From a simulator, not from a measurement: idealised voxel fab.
This section sets out a process module, namely voxel self aligned contacts.
210 nm wide, 5 nm square cells: that's cross-section cut.
When this document writes out a cross-section, it uses a grid of square cells and lists it as bands, beginning at the top and moving down, with a band standing for one or more rows of cells.
Top height, bottom height, nm. Materials left to right, width each, nm. Single material + "full width" = fills band edge to edge. "blank" = empty.
Beneath 0, the wafer as received is one material, and that level is where height counting begins. The lowest band goes on downward without a bottom; it is written like "0 nm and below".
The expression "30..40" gives the width at the extremes of the band, the first number at its top row of cells and the second at its bottom row, with the width changing by equal amounts from each row to the next in between.
You'll sometimes find "nothing different" written for a step, and that's the way of saying that nowhere in the cross-section did a cell change during that step.
Empty spaces without an open route to the top, at least 8 cells in extent, make up the entry "Unvented internal voids"; each is given as width x height at distance, where the distance is measured from the left edge, and all are in nm.
Past the settings on a step's line: simulator remark, on that step.
On any step carrying a mask, the "overlay nm" setting, if present on the step's line, tells how far right of its planned place the mask lay; negative values point to the left.

STEPS IN THE PROCESS PLAN
step 1: RECEIVE (material Si)
step 2: CONFORMAL_DEP (material SiO2; thk nm 5)
step 3: DIRECTIONAL_DEP (material polySi; thk nm 30)
step 4: DIRECTIONAL_DEP (material SiN; thk nm 20)
step 5: PATTERN (tone cover; mask id GATE; material resist; width nm 25; pitch nm 50; thk nm 15; overlay nm 0)
step 6: DIRECTIONAL_ETCH (etch materials SiN; depth nm 20)
step 7: DIRECTIONAL_ETCH (etch materials polySi; depth nm 30)
step 8: STRIP (etch materials resist)
step 9: CONFORMAL_DEP (material SiN; thk nm 5)
step 10: DIRECTIONAL_ETCH (etch materials SiN; depth nm 5)
step 11: FILL_DEP (material SiO2; thk nm 10)
step 12: CMP (height nm 60)
step 13: PATTERN (tone open; mask id CONTACT; material resist; width nm 35; thk nm 15; overlay nm 0)
step 14: DIRECTIONAL_ETCH (etch materials SiO2; depth nm 60)
step 15: STRIP (etch materials resist)
step 16: CONFORMAL_DEP (material TiN; thk nm 5)
step 17: FILL_DEP (material Ru; thk nm 5)
step 18: CMP (height nm 60)
step 19: CONFORMAL_DEP (material SiN; thk nm 5)

CROSS-SECTION OF THE INCOMING WAFER, STATE AFTER STEP 1
> 0 nm and below: Si full width
> Unvented internal voids: none

WAFER CROSS-SECTION AT MODULE END: FIRST OF TWO, RUN TO PLAN
> 65 nm to 60 nm: SiN full width
> 60 nm to 55 nm: SiO2 (85); TiN (15); Ru (5); TiN (15); SiO2 (90)
> 55 nm to 35 nm: SiO2 (60); SiN (35); TiN (5); Ru (5); TiN (5); SiN (35); SiO2 (65)
> 35 nm to 5 nm: SiO2 (60); SiN (5); polySi (25); SiN (5); TiN (5); Ru (5); TiN (5); SiN (5); polySi (25); SiN (5); SiO2 (65)
> 5 nm to 0 nm: SiO2 (95); TiN (15); SiO2 (100)
> 0 nm and below: Si full width
> Unvented internal voids: none

WAFER TWO (OF TWO), END-OF-MODULE CROSS-SECTION: START = WAFER ONE, PLAN = WAFER ONE, ONE RUN MISTAKE
> 65 nm to 60 nm: SiN full width
> 60 nm to 55 nm: SiO2 (60); SiN (35); TiN (15); SiN (35); SiO2 (65)
> 55 nm to 35 nm: SiN full width
> 35 nm to 5 nm: polySi full width
> 5 nm to 0 nm: SiO2 full width
> 0 nm and below: Si full width
> Unvented internal voids: none
Finding, execution versus plan: yeah, plan step 4 got run twice
Final cells, second wafer relative to first, materials higher or lower: -11 Ru | +102 SiN | -257 SiO2 | -26 TiN | +192 polySi
